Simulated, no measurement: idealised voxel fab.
Process module, titled voxel local oxidation
Shown is cross-section cut, with a width of 260 nm and square cells of size 5 nm.
Reading order for cross-sections: top band down to bottom band. Underlying form: a grid of square cells. Band size: one or more rows of cells. It is stipulated that each band's entry specify, in nanometres, the height of the top of the band and then that of its bottom, followed by the materials of the band in left-to-right sequence, each together with its width in nanometres. A single material marked by the word "full width" is understood to fill the band from edge to edge; the word "blank" is understood to denote empty space. We count height from 0. Below that, the starting wafer is all one material. The lowest band never ends at the bottom but goes on down; see "top 0, no bottom" for how that is written. Width: "30->40" (first number = top row, second number = bottom row, same change from row to row of cells). "remained the same" (step): cross-section cells unchanged, all of them. The entry titled "Non-vented voids" provides the empty spaces that have no open way to the top, restricted to those of 8 cells or more. Each is presented as width x height at distance, the distance being measured from the left edge, with all three in nm. That trailing text on a step's line, after the settings, is the simulator's own remark on the step. If you see "overlay nm" on a step's line and that step has a mask, it's telling you how far right of where it was planned the mask ended up; a negative number means it went left instead.

THE STEPS PLANNED FOR THE PROCESS ARE AS FOLLOWS
| 1 | RECEIVE (material Si) |
| 2 | CONFORMAL_DEP (material SiO2; thk nm 5) |
| 3 | CONFORMAL_DEP (material SiN; thk nm 10) |
| 4 | PATTERN (tone cover; mask id ACTIVE; material resist; width nm 105; pitch nm 125; thk nm 20; overlay nm 0) |
| 5 | DIRECTIONAL_ETCH (etch materials SiN; depth nm 10) |
| 6 | STRIP (etch materials resist) |
| 7 | SELECTIVE_ETCH (etch materials SiO2; depth nm 5) |
| 8 | OXIDIZE (depth nm 15) |
| 9 | STRIP (etch materials SiN) |

WHAT FOLLOWS COVERS THE FIRST OF TWO WAFERS; IT RAN AS PLANNED

CROSS-SECTION: WAFER ON ARRIVAL = AFTER STEP 1
> top 0, no bottom  Si full width
> Non-vented voids: none

STATE OF THE WAFER AFTER STEP 2, SHOWN IN CROSS-SECTION
> top 5, bottom 0  SiO2 full width
> For the remainder of the cross-section, below 0, there is no change.

STATE OF THE WAFER AFTER STEP 3, SHOWN IN CROSS-SECTION
> top 15, bottom 5  SiN full width
> For the remainder of the cross-section, below 5, there is no change.

STATE OF THE WAFER AFTER STEP 4, SHOWN IN CROSS-SECTION
> top 35, bottom 15  15 blank | 105 resist | 20 blank | 105 resist | 15 blank
> For the remainder of the cross-section, below 15, there is no change.

STATE OF THE WAFER AFTER STEP 5, SHOWN IN CROSS-SECTION
> top 35, bottom 15  15 blank | 105 resist | 20 blank | 105 resist | 15 blank
> top 15, bottom 5  15 blank | 105 SiN | 20 blank | 105 SiN | 15 blank
> For the remainder of the cross-section, below 5, there is no change.

STATE OF THE WAFER AFTER STEP 6, SHOWN IN CROSS-SECTION
> top 15, bottom 5  15 blank | 105 SiN | 20 blank | 105 SiN | 15 blank
> For the remainder of the cross-section, below 5, there is no change.

STATE OF THE WAFER AFTER STEP 7, SHOWN IN CROSS-SECTION
> top 15, bottom 5  15 blank | 105 SiN | 20 blank | 105 SiN | 15 blank
> top 5, bottom 0  20 blank | 95 SiO2 | 30 blank | 95 SiO2 | 20 blank
> For the remainder of the cross-section, below 0, there is no change.

STATE OF THE WAFER AFTER STEP 8, SHOWN IN CROSS-SECTION
> top 15, bottom 5  15 blank | 105 SiN | 20 blank | 105 SiN | 15 blank
> top 5, bottom 0  20 blank | 95 SiO2 | 30 blank | 95 SiO2 | 20 blank
> top 0, bottom -15  35 SiO2 | 65 Si | 60 SiO2 | 65 Si | 35 SiO2
> For the remainder of the cross-section, below -15, there is no change.

STATE OF THE WAFER AFTER STEP 9, SHOWN IN CROSS-SECTION
> top 5, bottom 0  20 blank | 95 SiO2 | 30 blank | 95 SiO2 | 20 blank
> For the remainder of the cross-section, below 0, there is no change.

WAFER TWO OF THE PAIR: SAME ORIGIN, SAME PLAN, ONE ERROR DURING THE RUN; IDENTICAL TO WAFER ONE UP TO AND INCLUDING STEP 5

SECOND WAFER, SECTIONED VIEW, AT STEP 6'S PLANNED END TIME
> top 35, bottom 15  15 blank | 105 resist | 20 blank | 105 resist | 15 blank
> top 15, bottom 5  15 blank | 105 SiN | 20 blank | 105 SiN | 15 blank
> top 5, bottom 0  20 blank | 95 SiO2 | 30 blank | 95 SiO2 | 20 blank
> For the remainder of the cross-section, below 0, there is no change.

SECOND WAFER, SECTIONED VIEW, AT STEP 7'S PLANNED END TIME
> top 15, bottom 5  15 blank | 105 SiN | 20 blank | 105 SiN | 15 blank
> For the remainder of the cross-section, below 5, there is no change.

SECOND WAFER, SECTIONED VIEW, AT STEP 8'S PLANNED END TIME
> top 15, bottom 5  15 blank | 105 SiN | 20 blank | 105 SiN | 15 blank
> top 5, bottom 0  20 blank | 95 SiO2 | 30 blank | 95 SiO2 | 20 blank
> top 0, bottom -15  35 SiO2 | 65 Si | 60 SiO2 | 65 Si | 35 SiO2
> For the remainder of the cross-section, below -15, there is no change.

SECOND WAFER, SECTIONED VIEW, AT STEP 9'S PLANNED END TIME
> top 5, bottom 0  20 blank | 95 SiO2 | 30 blank | 95 SiO2 | 20 blank
> For the remainder of the cross-section, below 0, there is no change.
Processing error: steps 6 and 7 were swapped
The two wafers come out with the same cross-section, meaning that, for this model, the mistake has no consequence in the computed result.
